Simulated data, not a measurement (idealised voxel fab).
A process module follows: voxel released beams.
Cross-sectional view cut (width: 215 nm; square cell size: 5 nm).
We lay out every cross-section as a grid of square cells and spell it out in bands from the top down, where one band means one or more rows of cells.
Heads up on the band format: heights come first, top then bottom, in nm. After that it's the materials left to right, each with its width in nm. A single material flagged "full width" fills the whole band edge to edge, and "air" means there's empty space there.
Convention: height 0 is the level below which the wafer, as received, is all one material. The lowest band does not terminate at the bottom but continues downward, represented as "0 nm and below".
Read "30 to 40" as a graded width: first number on top, second number at the bottom, same change between each pair of neighbouring rows.
What does "no modification" mean for a step? It means no cell of the cross-section changed in that step.
"Closed void catalog" - sealed voids, min. 8 cells, no opening to top; format: width x height at distance (distance from left edge; nm throughout).
Step line, after settings: the simulator's comment on this step.
"overlay nm" on a masked step: distance the mask lay right of its planned place, negative for left.

[Steps in the process plan]
- 1: RECEIVE: material Si
- 2: CONFORMAL_DEP: material Al2O3, thk nm 5
- 3: DIRECTIONAL_DEP: material SiO2, thk nm 10
- 4: PATTERN: tone open, mask id ANCHOR, material resist, width nm 45, thk nm 20, overlay nm 0
- 5: DIRECTIONAL_ETCH: etch materials SiO2, depth nm 10
- 6: STRIP: etch materials resist
- 7: CONFORMAL_DEP: material W, thk nm 15
- 8: MASKED_ETCH: tone cover, mask id BEAM, width nm 130, etch materials W, depth nm 15, overlay nm 0
- 9: STRIP: etch materials SiO2

[This is the cross-section of the wafer as we received it, i.e. after step 1]
- 0 nm and below = Si full width
- Closed void catalog: none

[Here's the cross-section of the first of our two wafers at the end of the module - it ran as planned]
- 30 nm to 20 nm = 40 air, 20 W, 15 air, 95 W, 45 air
- 20 nm to 15 nm = 40 air, 130 W, 45 air
- 15 nm to 5 nm = 45 air, 45 W, 125 air
- 5 nm to 0 nm = Al2O3 full width
- 0 nm and below = Si full width
- Closed void catalog: none

[Cross-sectional image of the second wafer of the two following completion of the module. Starting state and process plan were the same as for the first wafer; one execution error occurred]
- 45 nm to 30 nm = 40 air, 130 W, 45 air
- 30 nm to 15 nm = W full width
- 15 nm to 5 nm = 45 SiO2, 45 W, 125 SiO2
- 5 nm to 0 nm = Al2O3 full width
- 0 nm and below = Si full width
- Closed void catalog: none
Want to know what went wrong? execution of plan step 7 occurred twice
End check, counted in cells, second wafer has more or fewer of these materials than the first: 68 more of SiO2 | 135 more of W
